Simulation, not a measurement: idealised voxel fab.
process module | voxel transistor to metal
cross-section cut | 155 nm wide | cells 5 nm
A cross-section is a grid of square cells, given in bands from the top down. A band is one or more rows of cells.
Each band's line starts with the height of the band's top and of its bottom, in nm. Then come its materials from left to right, each with its width in nm. One material with "throughout" fills the band from edge to edge. "air" is empty space.
Height 0 is the level under which the wafer as received is all one material. The lowest band goes on downwards, as in "0 down".
A width such as "30 to 40" changes by the same amount from each row of cells to the next, from the band's top row to its bottom row.
"no change" after a step means that no cell of the cross-section changed.
closed voids: empty space of 8 cells or more with no open way to the top, each as width x height at its distance from the left edge, in nm
after a step's settings: what the simulator itself notes on the step
overlay nm, on a step with a mask: how far to the right of its planned place the mask lay; to the left if negative
plan
1 op RECEIVE | material Si
2 op CONFORMAL_DEP | material SiO2 | thk nm 5
3 op CONFORMAL_DEP | material SiN | thk nm 15
4 op MASKED_ETCH | tone cover | mask id ACTIVE | width nm 95 | etch materials SiN | depth nm 15 | overlay nm 0
5 op MASKED_ETCH | tone cover | mask id ACTIVE | width nm 95 | etch materials SiO2 | depth nm 5 | overlay nm 0
6 op MASKED_ETCH | tone cover | mask id ACTIVE | width nm 95 | etch materials Si | depth nm 25 | overlay nm 0
7 op FILL_DEP | material SiO2 | thk nm 5
8 op CMP | height nm 20
9 op SELECTIVE_ETCH | etch materials SiO2 | depth nm 15
10 op STRIP | etch materials SiN
11 op SELECTIVE_ETCH | etch materials SiO2 | depth nm 5
12 op OXIDIZE | depth nm 5
13 op DIRECTIONAL_DEP | material polySi | thk nm 20
14 op DIRECTIONAL_DEP | material SiCN | thk nm 10
15 op DIRECTIONAL_DEP | material aC | thk nm 10
16 op PATTERN | tone cover | mask id GATE | material resist | width nm 25 | thk nm 25 | overlay nm 0
17 op DIRECTIONAL_ETCH | etch materials aC | depth nm 10
18 op STRIP | etch materials resist
19 op DIRECTIONAL_ETCH | etch materials SiCN | depth nm 20
20 op DIRECTIONAL_ETCH | etch materials polySi | depth nm 30
21 op STRIP | etch materials aC
22 op CONFORMAL_DEP | material SiO2 | thk nm 5
23 op DIRECTIONAL_ETCH | etch materials SiO2 | depth nm 5
24 op CONFORMAL_DEP | material SiN | thk nm 5
25 op DIRECTIONAL_ETCH | etch materials SiN | depth nm 5
26 op DIRECTIONAL_ETCH | etch materials SiO2 | depth nm 5
27 op EPI | material pSi | thk nm 5
28 op FILL_DEP | material SiO2 | thk nm 10
29 op CMP | height nm 20
30 op STRIP | etch materials polySi
31 op SELECTIVE_ETCH | etch materials SiO2 | depth nm 5
32 op CONFORMAL_DEP | material HfO2 | thk nm 5
33 op CONFORMAL_DEP | material TiN | thk nm 5
34 op FILL_DEP | material W | thk nm 5
35 op CMP | height nm 15
36 op DIRECTIONAL_DEP | material SiO2 | thk nm 15
37 op MASKED_ETCH | tone open | mask id CONTACT | width nm 15 | pitch nm 70 | etch materials SiO2 | depth nm 30 | overlay nm 0
38 op CONFORMAL_DEP | material TiN | thk nm 5
39 op FILL_DEP | material Ru | thk nm 5
40 op CMP | height nm 30
41 op DIRECTIONAL_DEP | material TiN | thk nm 5
42 op DIRECTIONAL_DEP | material W | thk nm 15
43 op PATTERN | tone cover | mask id METAL_1 | material resist | width nm 15 | pitch nm 70 | thk nm 15 | overlay nm 0
44 op DIRECTIONAL_ETCH | etch materials W | depth nm 15
45 op DIRECTIONAL_ETCH | etch materials TiN | depth nm 5
46 op STRIP | etch materials resist
47 op CONFORMAL_DEP | material SiCN | thk nm 5
48 op FILL_DEP | material SiO2 | thk nm 5
49 op CMP | height nm 50
50 op CONFORMAL_DEP | material SiCN | thk nm 5
51 op DIRECTIONAL_DEP | material SiO2 | thk nm 35
52 op PATTERN | tone open | mask id METAL_2 | material resist | width nm 15 | pitch nm 70 | thk nm 20 | overlay nm 0
53 op DIRECTIONAL_ETCH | etch materials SiO2 | depth nm 20
54 op STRIP | etch materials resist
55 op PATTERN | tone open | mask id METAL_2_HOLES | material resist | width nm 15 | pitch nm 70 | thk nm 15 | overlay nm 0
56 op DIRECTIONAL_ETCH | etch materials SiO2 | depth nm 15
57 op DIRECTIONAL_ETCH | etch materials SiCN | depth nm 5
58 op STRIP | etch materials resist
59 op CONFORMAL_DEP | material TiN | thk nm 5
60 op FILL_DEP | material Ru | thk nm 5
61 op CMP | height nm 90
62 op CONFORMAL_DEP | material SiCN | thk nm 5
varied across the wafers: width nm of step 55. The plan shows the first wafer's value. All wafers start alike
first wafer as received, after step 1
  0 down: Si throughout
  closed voids: none
first wafer at the end, after step 62
  95 to 90: SiCN throughout
  90 to 55: SiO2 35 | TiN 5 | Ru 5 | TiN 5 | SiO2 55 | TiN 5 | Ru 5 | TiN 5 | SiO2 35
  55 to 50: SiCN 35 | TiN 15 | SiCN 55 | TiN 15 | SiCN 35
  50 to 35: SiO2 30 | SiCN 5 | W 15 | SiCN 5 | SiO2 45 | SiCN 5 | W 15 | SiCN 5 | SiO2 30
  35 to 30: SiCN 35 | TiN 15 | SiCN 55 | TiN 15 | SiCN 35
  30 to 15: SiO2 35 | TiN 5 | Ru 5 | TiN 5 | SiO2 55 | TiN 5 | Ru 5 | TiN 5 | SiO2 35
  15 to 5: SiO2 35 | TiN 5 | Ru 5 | TiN 5 | SiO2 5 | SiN 5 | HfO2 5 | TiN 5 | W 15 | TiN 5 | HfO2 5 | SiN 5 | SiO2 5 | TiN 5 | Ru 5 | TiN 5 | SiO2 35
  5 to 0: SiO2 35 | TiN 15 | SiO2 5 | SiN 5 | HfO2 5 | TiN 25 | HfO2 5 | SiN 5 | SiO2 5 | TiN 15 | SiO2 35
  0 to -5: SiO2 25 | pSi 30 | SiO2 5 | HfO2 35 | SiO2 5 | pSi 30 | SiO2 25
  -5 to -25: SiO2 30 | Si 95 | SiO2 30
  -25 down: Si throughout
  closed voids: none
last wafer at the end
  95 to 90: SiCN throughout
  90 to 80: SiO2 30 | TiN 5 | Ru 20 | TiN 5 | SiO2 40 | TiN 5 | Ru 20 | TiN 5 | SiO2 25
  80 to 75: SiO2 30 | TiN 10 | Ru 5 | TiN 15 | SiO2 40 | TiN 10 | Ru 5 | TiN 15 | SiO2 25
  75 to 55: SiO2 35 | TiN 5 | Ru 5 | TiN 5 | SiO2 55 | TiN 5 | Ru 5 | TiN 5 | SiO2 35
  55 to 50: SiCN 35 | TiN 15 | SiCN 55 | TiN 15 | SiCN 35
  50 to 35: SiO2 30 | SiCN 5 | W 15 | SiCN 5 | SiO2 45 | SiCN 5 | W 15 | SiCN 5 | SiO2 30
  35 to 30: SiCN 35 | TiN 15 | SiCN 55 | TiN 15 | SiCN 35
  30 to 15: SiO2 35 | TiN 5 | Ru 5 | TiN 5 | SiO2 55 | TiN 5 | Ru 5 | TiN 5 | SiO2 35
  15 to 5: SiO2 35 | TiN 5 | Ru 5 | TiN 5 | SiO2 5 | SiN 5 | HfO2 5 | TiN 5 | W 15 | TiN 5 | HfO2 5 | SiN 5 | SiO2 5 | TiN 5 | Ru 5 | TiN 5 | SiO2 35
  5 to 0: SiO2 35 | TiN 15 | SiO2 5 | SiN 5 | HfO2 5 | TiN 25 | HfO2 5 | SiN 5 | SiO2 5 | TiN 15 | SiO2 35
  0 to -5: SiO2 25 | pSi 30 | SiO2 5 | HfO2 35 | SiO2 5 | pSi 30 | SiO2 25
  -5 to -25: SiO2 30 | Si 95 | SiO2 30
  -25 down: Si throughout
  closed voids: none
each wafer at the end: cells of each material gained (+) or lost (-) since it was received, then its closed voids
width nm 15 | +13 HfO2 | +24 Ru | -79 Si | +93 SiCN | +6 SiN | +421 SiO2 | +75 TiN | +24 W | +12 pSi | closed voids: none
width nm 20 | +13 HfO2 | +28 Ru | -79 Si | +93 SiCN | +6 SiN | +415 SiO2 | +77 TiN | +24 W | +12 pSi | closed voids: none
width nm 25 | +13 HfO2 | +32 Ru | -79 Si | +93 SiCN | +6 SiN | +409 SiO2 | +79 TiN | +24 W | +12 pSi | closed voids: none
width nm 30 | +13 HfO2 | +36 Ru | -79 Si | +93 SiCN | +6 SiN | +403 SiO2 | +81 TiN | +24 W | +12 pSi | closed voids: none
